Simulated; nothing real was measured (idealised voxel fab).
process module | voxel tone inversion
In the cross-section labelled cut, the width is 260 nm and each square cell is 5 nm.
How to read a cross-section here: the picture is a grid of square cells, written as bands going from the top down, and any band can span one or more rows of cells.
Look at the band entry: it leads with the top's height and the bottom's height in nm. Then it lists the materials left to right, with a width in nm for each. The word "all across" on a single material says that material fills the band edge to edge. The word "air" is empty space.
Ref level 0: as-received wafer is one material below here. Bottom band extends down with no lower bound ("z 0 and below").
So if you see something like "30 to 40" for the width, read it as the top row of the band sitting at the first number and the bottom row at the second, with every row in between moving by the same amount as the last.
"remains unaltered", as given for a step, is the statement that not any cell of the cross-section underwent a change during that step.
The list in "Sealed voids" covers empty spaces of 8 cells or more that cannot reach the top through any open way, and it gives each as width x height at distance; the distance is from the left edge, and width, height and distance are in nm.
It should be noted that, on the line of a given step, the content following the step's settings is a remark produced by the simulator itself with respect to that step.
What "overlay nm" on a step's line means: if the step has a mask, that mask lay this far to the right of its planned place, or, when the value is negative, to the left.
Process steps foreseen in the plan:
1 RECEIVE: material Si
2 CONFORMAL_DEP: material SiCN, thk nm 10
3 DIRECTIONAL_DEP: material aC, thk nm 20
4 PATTERN: tone cover, mask id POSTS, material resist, width nm 20, pitch nm 45, thk nm 30, overlay nm 0
5 DIRECTIONAL_ETCH: etch materials aC, depth nm 20
6 STRIP: etch materials resist
7 FILL_DEP: material lowk, thk nm 10
8 CMP: height nm 30
9 STRIP: etch materials aC
10 CONFORMAL_DEP: material TiN, thk nm 5
11 FILL_DEP: material Cu, thk nm 5
12 CMP: height nm 30
13 CONFORMAL_DEP: material SiN, thk nm 5
As received, after step 1:
z 0 and below | Si all across
Sealed voids: none
Cross-section, end of module. Start: as above. Plan: as above. Execution: one mistake:
z 35 to 30 | SiN all across
z 30 to 15 | 65 nm lowk, then 5 nm TiN, then 10 nm Cu, then 5 nm TiN, then 25 nm lowk, then 5 nm TiN, then 10 nm Cu, then 5 nm TiN, then 25 nm lowk, then 5 nm TiN, then 10 nm Cu, then 5 nm TiN, then 85 nm lowk
z 15 to 10 | 65 nm lowk, then 20 nm TiN, then 25 nm lowk, then 20 nm TiN, then 25 nm lowk, then 20 nm TiN, then 85 nm lowk
z 10 to 0 | SiCN all across
z 0 and below | Si all across
Sealed voids: none
Against the plan, the run slipped here: step 4 changed vs plan, executed as PATTERN: tone cover, mask id POSTS, material resist, width nm 20, pitch nm 45, thk nm 30, overlay nm -10
